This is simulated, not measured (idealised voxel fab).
Process module in this document: voxel trench capacitor
Cross-section cut spans 285 nm and uses square cells 5 nm in size.
Cross-section spec: square-cell grid; bands listed top down; each band is one or more rows. Heights first: top, then bottom, in nm. Then materials, left to right, each with a width in nm. "throughout" on a single material: fills the band edge to edge. "blank": empty space. The reference from which all heights are counted is 0, the level beneath which the as-received wafer is entirely one material; the lowest band, having no lower bound, proceeds downward and is written after the example "0 -> down". Top row gets the first number, bottom row gets the second, and each row in between changes by the same step: that is how a band width like "30->40" works. It should be understood that the words "nothing got changed", when stated for a given step, signify that the cross-section underwent no change in any of its cells during that step. Look at "Fully sealed voids" for the closed voids: empty spaces with no open path to the top, sized 8 cells or up. Each is width x height at distance, distance from the left edge, all nm. It should be noted that, on the line of a given step, the content following the step's settings is a remark produced by the simulator itself with respect to that step. Regarding "overlay nm": on a step with a mask, it is the distance the mask lay to the right of its planned place; a negative value places it to the left.
-- Here's what the planned process steps look like
1,RECEIVE, material Si
2,CONFORMAL_DEP, material SiN, thk nm 10
3,PATTERN, tone open, mask id TRENCH, material resist, width nm 15, pitch nm 55, thk nm 20, overlay nm 0
4,DIRECTIONAL_ETCH, etch materials SiN, depth nm 10
5,DIRECTIONAL_ETCH, etch materials Si, depth nm 40
6,STRIP, etch materials resist
7,CONFORMAL_DEP, material HfO2, thk nm 5
8,CONFORMAL_DEP, material TiN, thk nm 5
9,FILL_DEP, material W, thk nm 10
10,CMP, height nm 10
Don't read the plan's width nm for step 3 as applying to every wafer: that's the first wafer's value, and the wafers differ in it, though they all start identical.
-- First wafer of several, as received: cross-section after step 1
- 0 -> down | Si throughout
- Fully sealed voids: none
-- Cross-section of the first of several wafers, taken after step 10, where the module ends
- 10 -> 0 | SiN 105 nm; HfO2 5 nm; TiN 5 nm; HfO2 5 nm; SiN 40 nm; HfO2 5 nm; TiN 5 nm; HfO2 5 nm; SiN 110 nm
- 0 -> -35 | Si 105 nm; HfO2 5 nm; TiN 5 nm; HfO2 5 nm; Si 40 nm; HfO2 5 nm; TiN 5 nm; HfO2 5 nm; Si 110 nm
- -35 -> -40 | Si 105 nm; HfO2 15 nm; Si 40 nm; HfO2 15 nm; Si 110 nm
- -40 -> down | Si throughout
- Fully sealed voids: none
-- Of the several wafers, the last: cross-section at the end of the module
- 10 -> 0 | SiN 95 nm; HfO2 5 nm; TiN 5 nm; W 20 nm; TiN 5 nm; HfO2 5 nm; SiN 15 nm; HfO2 5 nm; TiN 5 nm; W 20 nm; TiN 5 nm; HfO2 5 nm; SiN 95 nm
- 0 -> -30 | Si 95 nm; HfO2 5 nm; TiN 5 nm; W 20 nm; TiN 5 nm; HfO2 5 nm; Si 15 nm; HfO2 5 nm; TiN 5 nm; W 20 nm; TiN 5 nm; HfO2 5 nm; Si 95 nm
- -30 -> -35 | Si 95 nm; HfO2 5 nm; TiN 30 nm; HfO2 5 nm; Si 15 nm; HfO2 5 nm; TiN 30 nm; HfO2 5 nm; Si 95 nm
- -35 -> -40 | Si 95 nm; HfO2 40 nm; Si 15 nm; HfO2 40 nm; Si 95 nm
- -40 -> down | Si throughout
- Fully sealed voids: none
-- Per wafer (row), end of module: delta in cells per material since receipt, (+) for gained, (-) for lost; closed voids after that
width nm 15, +42 HfO2, -48 Si, +102 SiN, +18 TiN, Fully sealed voids: none
width nm 20, +44 HfO2, -64 Si, +98 SiN, +36 TiN, Fully sealed voids: none
width nm 25, +46 HfO2, -80 Si, +94 SiN, +38 TiN, +16 W, Fully sealed voids: none
width nm 30, +48 HfO2, -96 Si, +90 SiN, +40 TiN, +32 W, Fully sealed voids: none
width nm 35, +50 HfO2, -112 Si, +86 SiN, +42 TiN, +48 W, Fully sealed voids: none
width nm 40, +52 HfO2, -128 Si, +82 SiN, +44 TiN, +64 W, Fully sealed voids: none
